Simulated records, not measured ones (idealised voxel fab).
Process module under the name voxel air gaps
cross-section cut | 290 nm wide | cells 5 nm
For the purposes of this document, a cross-section shall be understood as a grid of square cells, specified as bands listed in top-to-bottom order, each band consisting of one or more rows of cells.
Basically the band line says how high the top is and how high the bottom is, in nm, and then what's in it from left to right, every material with its width in nm. Empty space shows up as "air", and if a single material carries "all across" it runs the full band edge to edge.
It should be noted that heights are counted from 0, beneath which the wafer as supplied is of one material throughout, and that the lowest band possesses no lower boundary but continues downward, as written in "0 -> down".
Read "30..40" as a graded width: first number on top, second number at the bottom, same change between each pair of neighbouring rows.
Step note "no change" = no cross-section cell changed.
In the "Trapped void list" entry, you get each enclosed empty space of 8 cells or more, one with no open way to the top, written width x height at distance, distance from the left edge, in nm.
Note: text after step settings on the step line = simulator remark on that step.
overlay nm: mask offset rightward from planned place, masked step; negative means leftward offset.

[Process steps (planned)]
| 1 | RECEIVE | material Si |
| 2 | CONFORMAL_DEP | material SiO2 | thk nm 15 |
| 3 | CONFORMAL_DEP | material SiCN | thk nm 5 |
| 4 | DIRECTIONAL_DEP | material SiO2 | thk nm 40 |
| 5 | DIRECTIONAL_DEP | material aC | thk nm 15 |
| 6 | PATTERN | tone open | mask id LINES | material resist | width nm 20 | pitch nm 45 | thk nm 30 | overlay nm 0 |
| 7 | DIRECTIONAL_ETCH | etch materials aC | depth nm 15 |
| 8 | STRIP | etch materials resist |
| 9 | DIRECTIONAL_ETCH | etch materials SiO2 | depth nm 40 |
| 10 | STRIP | etch materials aC |
| 11 | CONFORMAL_DEP | material TiN | thk nm 5 |
| 12 | FILL_DEP | material W | thk nm 5 |
| 13 | CMP | height nm 60 |
| 14 | EPI | material Ru | thk nm 10 |
| 15 | SELECTIVE_ETCH | etch materials SiO2 | depth nm 50 |
| 16 | CONFORMAL_DEP | material SiCN | thk nm 5 |

[As received (post step 1): cross-section]
* 0 -> down: Si all across
* Trapped void list: none

[Here's the cross-section of the first of our two wafers at the end of the module - it ran as planned]
* 75 -> 70: air=50 | SiCN=185 | air=55
* 70 -> 60: air=50 | SiCN=5 | Ru=40 | SiCN=5 | Ru=40 | SiCN=5 | Ru=40 | SiCN=5 | Ru=40 | SiCN=5 | air=55
* 60 -> 55: air=50 | SiCN=15 | TiN=5 | W=10 | TiN=5 | SiCN=25 | TiN=5 | W=10 | TiN=5 | SiCN=25 | TiN=5 | W=10 | TiN=5 | SiCN=25 | TiN=5 | W=10 | TiN=5 | SiCN=15 | air=55
* 55 -> 25: air=60 | SiCN=5 | TiN=5 | W=10 | TiN=5 | SiCN=5 | air=15 | SiCN=5 | TiN=5 | W=10 | TiN=5 | SiCN=5 | air=15 | SiCN=5 | TiN=5 | W=10 | TiN=5 | SiCN=5 | air=15 | SiCN=5 | TiN=5 | W=10 | TiN=5 | SiCN=5 | air=65
* 25 -> 20: SiCN=65 | TiN=20 | SiCN=25 | TiN=20 | SiCN=25 | TiN=20 | SiCN=25 | TiN=20 | SiCN=70
* 20 -> 15: SiCN all across
* 15 -> 0: SiO2 all across
* 0 -> down: Si all across
* Trapped void list: 15 x 30 at 90; 15 x 30 at 135; 15 x 30 at 180

[Now the second wafer, cross-sectioned at the end of the module. Nothing different at the start, nothing different in the plan compared with the first, just one mistake when it was actually run]
* 75 -> 70: air=45 | SiCN=185 | air=60
* 70 -> 60: air=45 | SiCN=5 | Ru=40 | SiCN=5 | Ru=40 | SiCN=5 | Ru=40 | SiCN=5 | Ru=40 | SiCN=5 | air=60
* 60 -> 55: air=45 | SiCN=15 | TiN=5 | W=10 | TiN=5 | SiCN=25 | TiN=5 | W=10 | TiN=5 | SiCN=25 | TiN=5 | W=10 | TiN=5 | SiCN=25 | TiN=5 | W=10 | TiN=5 | SiCN=15 | air=60
* 55 -> 25: air=55 | SiCN=5 | TiN=5 | W=10 | TiN=5 | SiCN=5 | air=15 | SiCN=5 | TiN=5 | W=10 | TiN=5 | SiCN=5 | air=15 | SiCN=5 | TiN=5 | W=10 | TiN=5 | SiCN=5 | air=15 | SiCN=5 | TiN=5 | W=10 | TiN=5 | SiCN=5 | air=70
* 25 -> 20: SiCN=60 | TiN=20 | SiCN=25 | TiN=20 | SiCN=25 | TiN=20 | SiCN=25 | TiN=20 | SiCN=75
* 20 -> 15: SiCN all across
* 15 -> 0: SiO2 all across
* 0 -> down: Si all across
* Trapped void list: 15 x 30 at 85; 15 x 30 at 130; 15 x 30 at 175
What broke from the plan during processing? heads up, step 6 didn't go per plan, it actually ran as PATTERN | tone open | mask id LINES | material resist | width nm 20 | pitch nm 45 | thk nm 30 | overlay nm -5
Cell counts per material: same on both final wafers. Positions: different.
